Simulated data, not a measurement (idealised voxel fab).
The process module presented herein is designated voxel capacitor over wiring.
This is section cut - it's 175 nm across, gridded in 5 nm square cells.
Just so we're on the same page, the cross-sections are grids of square cells, and they're listed out in bands top to bottom, each band one or more rows deep.
Each band's line starts with the height of the band's top and of its bottom, in nm. Then come its materials from left to right, each with its width in nm. One material with "throughout" fills the band from edge to edge. "empty" is empty space.
We count height from 0. Below that, the starting wafer is all one material. The lowest band never ends at the bottom but goes on down; see "z 0 and below" for how that is written.
A width given as "30..40" starts at the first number in the band's top row and ends at the second number in its bottom row, shifting by an equal amount at every step from row to row.
Any step labelled "same as before" changed none of the cells in the cross-section.
The entry titled "Closed void register" provides the empty spaces that have no open way to the top, restricted to those of 8 cells or more. Each is presented as width x height at distance, the distance being measured from the left edge, with all three in nm.
Heads up: the bit after the settings on a step's line is the simulator's remark on that step.
The setting "overlay nm" may be written on the line of a step. When the step uses a mask, the value reports how far to the right of the planned place the mask lay, and a negative value reports that it lay to the left.

-- The following list gives the planned process steps
1: op RECEIVE | material Si
2: op CONFORMAL_DEP | material SiO2 | thk nm 15
3: op DIRECTIONAL_DEP | material TiN | thk nm 5
4: op DIRECTIONAL_DEP | material Ru | thk nm 20
5: op PATTERN | tone cover | mask id METAL_1 | material resist | width nm 20 | pitch nm 70 | thk nm 15 | overlay nm 0
6: op DIRECTIONAL_ETCH | etch materials Ru | depth nm 20
7: op DIRECTIONAL_ETCH | etch materials TiN | depth nm 5
8: op STRIP | etch materials resist
9: op FILL_DEP | material lowk | thk nm 10
10: op CMP | height nm 40
11: op CONFORMAL_DEP | material SiCN | thk nm 5
12: op DIRECTIONAL_DEP | material SiO2 | thk nm 20
13: op PATTERN | tone open | mask id PLUG_1 | material resist | width nm 15 | thk nm 20 | overlay nm 0
14: op DIRECTIONAL_ETCH | etch materials SiO2 | depth nm 20
15: op DIRECTIONAL_ETCH | etch materials SiCN | depth nm 5
16: op STRIP | etch materials resist
17: op CONFORMAL_DEP | material TiN | thk nm 5
18: op FILL_DEP | material Ru | thk nm 10
19: op CMP | height nm 65
20: op DIRECTIONAL_DEP | material TiN | thk nm 5
21: op DIRECTIONAL_DEP | material SiN | thk nm 5
22: op DIRECTIONAL_DEP | material TiN | thk nm 5
23: op PATTERN | tone cover | mask id UPPER_PLATE | material resist | width nm 55 | thk nm 20 | overlay nm 0
24: op DIRECTIONAL_ETCH | etch materials TiN | depth nm 5
25: op DIRECTIONAL_ETCH | etch materials SiN | depth nm 5
26: op STRIP | etch materials resist
27: op MASKED_ETCH | tone cover | mask id LOWER_PLATE | width nm 65 | etch materials TiN | depth nm 5 | overlay nm 0
28: op FILL_DEP | material SiO2 | thk nm 15
29: op CMP | height nm 90
30: op DIRECTIONAL_DEP | material aC | thk nm 10
31: op PATTERN | tone open | mask id PLUG_2 | material resist | width nm 15 | thk nm 25 | overlay nm 0
32: op DIRECTIONAL_ETCH | etch materials aC | depth nm 10
33: op STRIP | etch materials resist
34: op DIRECTIONAL_ETCH | etch materials SiO2 | depth nm 10
35: op STRIP | etch materials aC
36: op CONFORMAL_DEP | material TiN | thk nm 5
37: op FILL_DEP | material W | thk nm 5
38: op CMP | height nm 90
39: op CONFORMAL_DEP | material SiCN | thk nm 5

-- Received-state cross-section, reflecting completion of step 1
    z 0 and below: Si throughout
    Closed void register: none

-- Wafer cross-section at end of module: start and plan as shown above, one execution error
    z 95 to 90: SiCN throughout
    z 90 to 85: 55 SiO2, 5 TiN, 5 W, 5 TiN, 105 SiO2
    z 85 to 75: 55..45 SiO2, 15..55 TiN, 105..75 SiO2
    z 75 to 70: 45 SiO2, 55 SiN, 75 SiO2
    z 70 to 65: 40 SiO2, 65 TiN, 70 SiO2
    z 65 to 45: 45 SiO2, 5 TiN, 5 Ru, 5 TiN, 115 SiO2
    z 45 to 40: 45 SiCN, 15 TiN, 115 SiCN
    z 40 to 20: 30 lowk, 20 Ru, 50 lowk, 20 Ru, 55 lowk
    z 20 to 15: 30 lowk, 20 TiN, 50 lowk, 20 TiN, 55 lowk
    z 15 to 0: SiO2 throughout
    z 0 and below: Si throughout
    Closed void register: none
Error vs. plan: step 5: run off-plan, actual operation and settings op PATTERN | tone cover | mask id METAL_1 | material resist | width nm 20 | pitch nm 70 | thk nm 15 | overlay nm -10
